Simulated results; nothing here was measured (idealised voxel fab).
The name of this process module is voxel ribs on slabs.
This is section cut - it's 290 nm across, gridded in 5 nm square cells.
Think of the cross-section as a grid of square cells. We describe it in bands, top to bottom, and each band covers one or more rows of those cells. The band entry comprises the height of the band's top followed by the height of its bottom, expressed in nm, and subsequently the band's materials from left to right, each stated together with its width in nm. Where a single material is marked with the word "all across", that material fills the band from edge to edge. The word "empty" represents empty space. Height datum 0, below which the as-received substrate wafer is one material. Lowest band open at the bottom, running downward: "top 0, no bottom". The expression "30 to 40" gives the width at the extremes of the band, the first number at its top row of cells and the second at its bottom row, with the width changing by equal amounts from each row to the next in between. "remains unaltered" for a step: no cell of the cross-section changed in that step. "Closed cavities" lists enclosed empty spaces (at least 8 cells, no open path upward to the top), each as width x height at distance from the left edge, in nm. The remark found on a step's line after its settings is issued by the simulator itself and pertains to that step. overlay nm: mask right of planned place by this much (step with mask). Neg. = left. Each pair of cross-sections that follows straddles one process step: the one shows the state before the step, the other the state after it, down to the lowest band that changed and no further. The step in question, and its settings, are given under the pair. Note that a pair is not necessarily a continuation of the pair above it, since pairs can come from different runs of this module on the same starting wafer; it is a continuation only where its entry headed "Incoming profile" says so.
[Incoming profile]
    top 0, no bottom | Si all across
    Closed cavities: none
[As Processed]
    top 20, bottom 0 | SiO2 all across
    No changes below 0.
    Closed cavities: none
As a process note, the step between the before and after cross-sections shown above is op DIRECTIONAL_DEP | material SiO2 | thk nm 20
Incoming profile: as in the pair right above, post-step view.
[As Processed]
    top 45, bottom 20 | polySi all across
    No changes below 20.
    Closed cavities: none
As a process note, the step between the before and after cross-sections shown above is op DIRECTIONAL_DEP | material polySi | thk nm 25
Incoming profile: as in the pair right above, post-step view.
[As Processed]
    top 55, bottom 45 | aC all across
    No changes below 45.
    Closed cavities: none
As a process note, the step between the before and after cross-sections shown above is op DIRECTIONAL_DEP | material aC | thk nm 10
Incoming profile: as in the pair right above, post-step view.
[As Processed]
    top 80, bottom 55 | empty: 135 / resist: 20 / empty: 135
    No changes below 55.
    Closed cavities: none
As a process note, the step between the before and after cross-sections shown above is op PATTERN | tone cover | mask id RIB | material resist | width nm 20 | thk nm 25 | overlay nm 0
Incoming profile: as in the pair right above, post-step view.
[As Processed]
    top 70, bottom 55 | empty: 135 / resist: 20 / empty: 135
    top 55, bottom 45 | empty: 135 / aC: 20 / empty: 135
    No changes below 45.
    Closed cavities: none
As a process note, the step between the before and after cross-sections shown above is op DIRECTIONAL_ETCH | etch materials aC | depth nm 10
Incoming profile: as in the pair right above, post-step view.
[As Processed]
    top 55, bottom 45 | empty: 135 / aC: 20 / empty: 135
    No changes below 45.
    Closed cavities: none
As a process note, the step between the before and after cross-sections shown above is op STRIP | etch materials resist
Incoming profile: as in the pair right above, post-step view.
[As Processed]
    top 55, bottom 45 | empty: 135 / aC: 20 / empty: 135
    top 45, bottom 40 | empty: 135 / polySi: 20 / empty: 135
    No changes below 40.
    Closed cavities: none
As a process note, the step between the before and after cross-sections shown above is op DIRECTIONAL_ETCH | etch materials polySi | depth nm 5
Incoming profile: as in the pair right above, post-step view.
[As Processed]
    top 45, bottom 40 | empty: 135 / polySi: 20 / empty: 135
    No changes below 40.
    Closed cavities: none
As a process note, the step between the before and after cross-sections shown above is op STRIP | etch materials aC
Incoming profile: as in the pair right above, post-step view.
[As Processed]
    top 60, bottom 45 | empty: 110 / resist: 70 / empty: 110
    top 45, bottom 40 | empty: 110 / resist: 25 / polySi: 20 / resist: 25 / empty: 110
    No changes below 40.
    Closed cavities: none
As a process note, the step between the before and after cross-sections shown above is op PATTERN | tone cover | mask id SLAB | material resist | width nm 70 | thk nm 15 | overlay nm 0
Incoming profile: as in the pair right above, post-step view.
[As Processed]
    top 60, bottom 45 | empty: 110 / resist: 70 / empty: 110
    top 45, bottom 40 | empty: 110 / resist: 25 / polySi: 20 / resist: 25 / empty: 110
    top 40, bottom 20 | empty: 110 / polySi: 70 / empty: 110
    No changes below 20.
    Closed cavities: none
As a process note, the step between the before and after cross-sections shown above is op DIRECTIONAL_ETCH | etch materials polySi | depth nm 20
Incoming profile: as in the pair right above, post-step view.
[As Processed]
    top 45, bottom 40 | empty: 135 / polySi: 20 / empty: 135
    No changes below 40.
    Closed cavities: none
As a process note, the step between the before and after cross-sections shown above is op STRIP | etch materials resist
Incoming profile: as in the pair right above, post-step view.
[As Processed]
    top 75, bottom 45 | SiO2 all across
    top 45, bottom 40 | SiO2: 135 / polySi: 20 / SiO2: 135
    top 40, bottom 20 | SiO2: 110 / polySi: 70 / SiO2: 110
    No changes below 20.
    Closed cavities: none
As a process note, the step between the before and after cross-sections shown above is op FILL_DEP | material SiO2 | thk nm 30
Incoming profile: as in the pair right above, post-step view.
[As Processed]
    top 65, bottom 45 | SiO2 all across
    No changes below 45.
    Closed cavities: none
As a process note, the step between the before and after cross-sections shown above is op CMP | height nm 65
Incoming profile: as in the pair right above, post-step view.
[As Processed]
    top 70, bottom 65 | W all across
    No changes below 65.
    Closed cavities: none
As a process note, the step between the before and after cross-sections shown above is op DIRECTIONAL_DEP | material W | thk nm 5
Incoming profile: as in the pair right above, post-step view.
[As Processed]
    top 70, bottom 65 | empty: 130 / W: 30 / empty: 130
    No changes below 65.
    Closed cavities: none
As a process note, the step between the before and after cross-sections shown above is op MASKED_ETCH | tone cover | mask id HEATER | width nm 30 | etch materials W | depth nm 5 | overlay nm 0
Incoming profile: as in the pair right above, post-step view.
[As Processed]
    top 75, bottom 70 | empty: 125 / SiO2: 40 / empty: 125
    top 70, bottom 65 | SiO2: 130 / W: 30 / SiO2: 130
    No changes below 65.
    Closed cavities: none
As a process note, the step between the before and after cross-sections shown above is op CONFORMAL_DEP | material SiO2 | thk nm 5
[Incoming profile]
    top 45, bottom 20 | polySi all across
    top 20, bottom 0 | SiO2 all across
    top 0, no bottom | Si all across
    Closed cavities: none
[As Processed]
    top 70, bottom 20 | polySi all across
    No changes below 20.
    Closed cavities: none
As a process note, the step between the before and after cross-sections shown above is op DIRECTIONAL_DEP | material polySi | thk nm 25
Incoming profile: as in the pair right above, post-step view.
[As Processed]
    top 80, bottom 70 | aC all across
    No changes below 70.
    Closed cavities: none
As a process note, the step between the before and after cross-sections shown above is op DIRECTIONAL_DEP | material aC | thk nm 10
Incoming profile: as in the pair right above, post-step view.
[As Processed]
    top 105, bottom 80 | empty: 135 / resist: 20 / empty: 135
    No changes below 80.
    Closed cavities: none
As a process note, the step between the before and after cross-sections shown above is op PATTERN | tone cover | mask id RIB | material resist | width nm 20 | thk nm 25 | overlay nm 0
Incoming profile: as in the pair right above, post-step view.
[As Processed]
    top 95, bottom 80 | empty: 135 / resist: 20 / empty: 135
    top 80, bottom 70 | empty: 135 / aC: 20 / empty: 135
    No changes below 70.
    Closed cavities: none
As a process note, the step between the before and after cross-sections shown above is op DIRECTIONAL_ETCH | etch materials aC | depth nm 10
Incoming profile: as in the pair right above, post-step view.
[As Processed]
    top 80, bottom 70 | empty: 135 / aC: 20 / empty: 135
    No changes below 70.
    Closed cavities: none
As a process note, the step between the before and after cross-sections shown above is op STRIP | etch materials resist
Incoming profile: as in the pair right above, post-step view.
[As Processed]
    top 80, bottom 70 | empty: 135 / aC: 20 / empty: 135
    top 70, bottom 65 | empty: 135 / polySi: 20 / empty: 135
    No changes below 65.
    Closed cavities: none
As a process note, the step between the before and after cross-sections shown above is op DIRECTIONAL_ETCH | etch materials polySi | depth nm 5
Incoming profile: as in the pair right above, post-step view.
[As Processed]
    top 70, bottom 65 | empty: 135 / polySi: 20 / empty: 135
    No changes below 65.
    Closed cavities: none
As a process note, the step between the before and after cross-sections shown above is op STRIP | etch materials aC
Incoming profile: as in the pair right above, post-step view.
[As Processed]
    top 85, bottom 70 | empty: 110 / resist: 70 / empty: 110
    top 70, bottom 65 | empty: 110 / resist: 25 / polySi: 20 / resist: 25 / empty: 110
    No changes below 65.
    Closed cavities: none
As a process note, the step between the before and after cross-sections shown above is op PATTERN | tone cover | mask id SLAB | material resist | width nm 70 | thk nm 15 | overlay nm 0
Incoming profile: as in the pair right above, post-step view.
[As Processed]
    top 85, bottom 70 | empty: 110 / resist: 70 / empty: 110
    top 70, bottom 65 | empty: 110 / resist: 25 / polySi: 20 / resist: 25 / empty: 110
    top 65, bottom 45 | empty: 110 / polySi: 70 / empty: 110
    No changes below 45.
    Closed cavities: none
As a process note, the step between the before and after cross-sections shown above is op DIRECTIONAL_ETCH | etch materials polySi | depth nm 20
Incoming profile: as in the pair right above, post-step view.
[As Processed]
    top 70, bottom 65 | empty: 135 / polySi: 20 / empty: 135
    No changes below 65.
    Closed cavities: none
As a process note, the step between the before and after cross-sections shown above is op STRIP | etch materials resist
Incoming profile: as in the pair right above, post-step view.
[As Processed]
    top 100, bottom 70 | SiO2 all across
    top 70, bottom 65 | SiO2: 135 / polySi: 20 / SiO2: 135
    top 65, bottom 45 | SiO2: 110 / polySi: 70 / SiO2: 110
    No changes below 45.
    Closed cavities: none
As a process note, the step between the before and after cross-sections shown above is op FILL_DEP | material SiO2 | thk nm 30
Incoming profile: as in the pair right above, post-step view.
[As Processed]
    top 65, bottom 45 | SiO2: 110 / polySi: 70 / SiO2: 110
    No changes below 45.
    Closed cavities: none
As a process note, the step between the before and after cross-sections shown above is op CMP | height nm 65
Incoming profile: as in the pair right above, post-step view.
[As Processed]
    top 70, bottom 65 | W all across
    No changes below 65.
    Closed cavities: none
As a process note, the step between the before and after cross-sections shown above is op DIRECTIONAL_DEP | material W | thk nm 5
Incoming profile: as in the pair right above, post-step view.
[As Processed]
    top 70, bottom 65 | empty: 130 / W: 30 / empty: 130
    No changes below 65.
    Closed cavities: none
As a process note, the step between the before and after cross-sections shown above is op MASKED_ETCH | tone cover | mask id HEATER | width nm 30 | etch materials W | depth nm 5 | overlay nm 0
Incoming profile: as in the pair right above, post-step view.
[As Processed]
    top 75, bottom 70 | empty: 125 / SiO2: 40 / empty: 125
    top 70, bottom 65 | SiO2: 130 / W: 30 / SiO2: 130
    No changes below 65.
    Closed cavities: none
As a process note, the step between the before and after cross-sections shown above is op CONFORMAL_DEP | material SiO2 | thk nm 5
[Incoming profile]
    top 20, bottom 0 | SiO2 all across
    top 0, no bottom | Si all across
    Closed cavities: none
[As Processed]
    top 30, bottom 20 | aC all across
    No changes below 20.
    Closed cavities: none
As a process note, the step between the before and after cross-sections shown above is op DIRECTIONAL_DEP | material aC | thk nm 10
Incoming profile: as in the pair right above, post-step view.
[As Processed]
    top 55, bottom 30 | polySi all across
    No changes below 30.
    Closed cavities: none
As a process note, the step between the before and after cross-sections shown above is op DIRECTIONAL_DEP | material polySi | thk nm 25
Incoming profile: as in the pair right above, post-step view.
[As Processed]
    top 80, bottom 55 | empty: 135 / resist: 20 / empty: 135
    No changes below 55.
    Closed cavities: none
As a process note, the step between the before and after cross-sections shown above is op PATTERN | tone cover | mask id RIB | material resist | width nm 20 | thk nm 25 | overlay nm 0
Incoming profile: as in the pair right above, post-step view.
[As Processed]
    top 70, bottom 55 | empty: 135 / resist: 20 / empty: 135
    No changes below 55.
    Closed cavities: none
As a process note, the step between the before and after cross-sections shown above is op DIRECTIONAL_ETCH | etch materials aC | depth nm 10
Incoming profile: as in the pair right above, post-step view.
[As Processed]
    top 55, bottom 30 | polySi all across
    No changes below 30.
    Closed cavities: none
As a process note, the step between the before and after cross-sections shown above is op STRIP | etch materials resist
Incoming profile: as in the pair right above, post-step view.
[As Processed]
    top 50, bottom 30 | polySi all across
    No changes below 30.
    Closed cavities: none
As a process note, the step between the before and after cross-sections shown above is op DIRECTIONAL_ETCH | etch materials polySi | depth nm 5
Incoming profile: as in the pair right above, post-step view.
[As Processed]
    top 65, bottom 50 | empty: 110 / resist: 70 / empty: 110
    No changes below 50.
    Closed cavities: none
As a process note, the step between the before and after cross-sections shown above is op PATTERN | tone cover | mask id SLAB | material resist | width nm 70 | thk nm 15 | overlay nm 0
Incoming profile: as in the pair right above, post-step view.
[As Processed]
    top 65, bottom 50 | empty: 110 / resist: 70 / empty: 110
    top 50, bottom 30 | empty: 110 / polySi: 70 / empty: 110
    No changes below 30.
    Closed cavities: none
As a process note, the step between the before and after cross-sections shown above is op DIRECTIONAL_ETCH | etch materials polySi | depth nm 20
Incoming profile: as in the pair right above, post-step view.
[As Processed]
    top 50, bottom 30 | empty: 110 / polySi: 70 / empty: 110
    No changes below 30.
    Closed cavities: none
As a process note, the step between the before and after cross-sections shown above is op STRIP | etch materials resist
Incoming profile: as in the pair right above, post-step view.
[As Processed]
    top 80, bottom 50 | SiO2 all across
    top 50, bottom 30 | SiO2: 110 / polySi: 70 / SiO2: 110
    No changes below 30.
    Closed cavities: none
As a process note, the step between the before and after cross-sections shown above is op FILL_DEP | material SiO2 | thk nm 30
Incoming profile: as in the pair right above, post-step view.
[As Processed]
    top 65, bottom 50 | SiO2 all across
    No changes below 50.
    Closed cavities: none
As a process note, the step between the before and after cross-sections shown above is op CMP | height nm 65
Incoming profile: as in the pair right above, post-step view.
[As Processed]
    top 70, bottom 65 | W all across
    No changes below 65.
    Closed cavities: none
As a process note, the step between the before and after cross-sections shown above is op DIRECTIONAL_DEP | material W | thk nm 5
Incoming profile: as in the pair right above, post-step view.
[As Processed]
    top 70, bottom 65 | empty: 130 / W: 30 / empty: 130
    No changes below 65.
    Closed cavities: none
As a process note, the step between the before and after cross-sections shown above is op MASKED_ETCH | tone cover | mask id HEATER | width nm 30 | etch materials W | depth nm 5 | overlay nm 0
Incoming profile: as in the pair right above, post-step view.
[As Processed]
    top 75, bottom 70 | empty: 125 / SiO2: 40 / empty: 125
    top 70, bottom 65 | SiO2: 130 / W: 30 / SiO2: 130
    No changes below 65.
    Closed cavities: none
As a process note, the step between the before and after cross-sections shown above is op CONFORMAL_DEP | material SiO2 | thk nm 5
[Incoming profile]
    top 75, bottom 45 | SiO2 all across
    top 45, bottom 40 | SiO2: 135 / polySi: 20 / SiO2: 135
    top 40, bottom 20 | SiO2: 110 / polySi: 70 / SiO2: 110
    top 20, bottom 0 | SiO2 all across
    top 0, no bottom | Si all across
    Closed cavities: none
[As Processed]
    top 55, bottom 45 | SiO2 all across
    No changes below 45.
    Closed cavities: none
As a process note, the step between the before and after cross-sections shown above is op CMP | height nm 55
Incoming profile: as in the pair right above, post-step view.
[As Processed]
    top 60, bottom 55 | W all across
    No changes below 55.
    Closed cavities: none
As a process note, the step between the before and after cross-sections shown above is op DIRECTIONAL_DEP | material W | thk nm 5
Incoming profile: as in the pair right above, post-step view.
[As Processed]
    top 60, bottom 55 | empty: 130 / W: 30 / empty: 130
    No changes below 55.
    Closed cavities: none
As a process note, the step between the before and after cross-sections shown above is op MASKED_ETCH | tone cover | mask id HEATER | width nm 30 | etch materials W | depth nm 5 | overlay nm 0
Incoming profile: as in the pair right above, post-step view.
[As Processed]
    top 65, bottom 60 | empty: 125 / SiO2: 40 / empty: 125
    top 60, bottom 55 | SiO2: 130 / W: 30 / SiO2: 130
    No changes below 55.
    Closed cavities: none
As a process note, the step between the before and after cross-sections shown above is op CONFORMAL_DEP | material SiO2 | thk nm 5
[Incoming profile]
    top 70, bottom 65 | W all across
    top 65, bottom 45 | SiO2 all across
    top 45, bottom 40 | SiO2: 135 / polySi: 20 / SiO2: 135
    top 40, bottom 20 | SiO2: 110 / polySi: 70 / SiO2: 110
    top 20, bottom 0 | SiO2 all across
    top 0, no bottom | Si all across
    Closed cavities: none
[As Processed]
    top 70, bottom 65 | empty: 135 / W: 20 / empty: 135
    No changes below 65.
    Closed cavities: none
As a process note, the step between the before and after cross-sections shown above is op MASKED_ETCH | tone cover | mask id HEATER | width nm 20 | etch materials W | depth nm 5 | overlay nm 0
Incoming profile: as in the pair right above, post-step view.
[As Processed]
    top 75, bottom 70 | empty: 130 / SiO2: 30 / empty: 130
    top 70, bottom 65 | SiO2: 135 / W: 20 / SiO2: 135
    No changes below 65.
    Closed cavities: none
As a process note, the step between the before and after cross-sections shown above is op CONFORMAL_DEP | material SiO2 | thk nm 5
[Incoming profile]
    top 45, bottom 40 | empty: 135 / polySi: 20 / empty: 135
    top 40, bottom 20 | polySi all across
    top 20, bottom 0 | SiO2 all across
    top 0, no bottom | Si all across
    Closed cavities: none
[As Processed]
    top 60, bottom 45 | empty: 105 / resist: 70 / empty: 115
    top 45, bottom 40 | empty: 105 / resist: 30 / polySi: 20 / resist: 20 / empty: 115
    No changes below 40.
    Closed cavities: none
As a process note, the step between the before and after cross-sections shown above is op PATTERN | tone cover | mask id SLAB | material resist | width nm 70 | thk nm 15 | overlay nm -5
Incoming profile: as in the pair right above, post-step view.
[As Processed]
    top 60, bottom 45 | empty: 105 / resist: 70 / empty: 115
    top 45, bottom 40 | empty: 105 / resist: 30 / polySi: 20 / resist: 20 / empty: 115
    top 40, bottom 20 | empty: 105 / polySi: 70 / empty: 115
    No changes below 20.
    Closed cavities: none
As a process note, the step between the before and after cross-sections shown above is op DIRECTIONAL_ETCH | etch materials polySi | depth nm 20
Incoming profile: as in the pair right above, post-step view.
[As Processed]
    top 45, bottom 40 | empty: 135 / polySi: 20 / empty: 135
    No changes below 40.
    Closed cavities: none
As a process note, the step between the before and after cross-sections shown above is op STRIP | etch materials resist
Incoming profile: as in the pair right above, post-step view.
[As Processed]
    top 75, bottom 45 | SiO2 all across
    top 45, bottom 40 | SiO2: 135 / polySi: 20 / SiO2: 135
    top 40, bottom 20 | SiO2: 105 / polySi: 70 / SiO2: 115
    No changes below 20.
    Closed cavities: none
As a process note, the step between the before and after cross-sections shown above is op FILL_DEP | material SiO2 | thk nm 30
Incoming profile: as in the pair right above, post-step view.
[As Processed]
    top 65, bottom 45 | SiO2 all across
    No changes below 45.
    Closed cavities: none
As a process note, the step between the before and after cross-sections shown above is op CMP | height nm 65
Incoming profile: as in the pair right above, post-step view.
[As Processed]
    top 70, bottom 65 | W all across
    No changes below 65.
    Closed cavities: none
As a process note, the step between the before and after cross-sections shown above is op DIRECTIONAL_DEP | material W | thk nm 5
Incoming profile: as in the pair right above, post-step view.
[As Processed]
    top 70, bottom 65 | empty: 130 / W: 30 / empty: 130
    No changes below 65.
    Closed cavities: none
As a process note, the step between the before and after cross-sections shown above is op MASKED_ETCH | tone cover | mask id HEATER | width nm 30 | etch materials W | depth nm 5 | overlay nm 0
Incoming profile: as in the pair right above, post-step view.
[As Processed]
    top 75, bottom 70 | empty: 125 / SiO2: 40 / empty: 125
    top 70, bottom 65 | SiO2: 130 / W: 30 / SiO2: 130
    No changes below 65.
    Closed cavities: none
As a process note, the step between the before and after cross-sections shown above is op CONFORMAL_DEP | material SiO2 | thk nm 5
[Incoming profile]
    top 70, bottom 65 | empty: 130 / W: 30 / empty: 130
    top 65, bottom 45 | SiO2 all across
    top 45, bottom 40 | SiO2: 135 / polySi: 20 / SiO2: 135
    top 40, bottom 20 | SiO2: 110 / polySi: 70 / SiO2: 110
    top 20, bottom 0 | SiO2 all across
    top 0, no bottom | Si all across
    Closed cavities: none
[As Processed]
    top 75, bottom 70 | empty: 125 / aC: 40 / empty: 125
    top 70, bottom 65 | aC: 130 / W: 30 / aC: 130
    No changes below 65.
    Closed cavities: none
As a process note, the step between the before and after cross-sections shown above is op CONFORMAL_DEP | material aC | thk nm 5
[Incoming profile]
    top 70, bottom 65 | W all across
    top 65, bottom 45 | SiO2 all across
    top 45, bottom 40 | SiO2: 135 / polySi: 20 / SiO2: 135
    top 40, bottom 20 | SiO2: 110 / polySi: 70 / SiO2: 110
    top 20, bottom 0 | SiO2 all across
    top 0, no bottom | Si all across
    Closed cavities: none
[As Processed]
    top 70, bottom 65 | W: 130 / empty: 30 / W: 130
    No changes below 65.
    Closed cavities: none
As a process note, the step between the before and after cross-sections shown above is op MASKED_ETCH | tone open | mask id HEATER | width nm 30 | etch materials W | depth nm 5 | overlay nm 0
Incoming profile: as in the pair right above, post-step view.
[As Processed]
    top 75, bottom 70 | SiO2: 135 / empty: 20 / SiO2: 135
    top 70, bottom 65 | W: 130 / SiO2: 30 / W: 130
    No changes below 65.
    Closed cavities: none
As a process note, the step between the before and after cross-sections shown above is op CONFORMAL_DEP | material SiO2 | thk nm 5
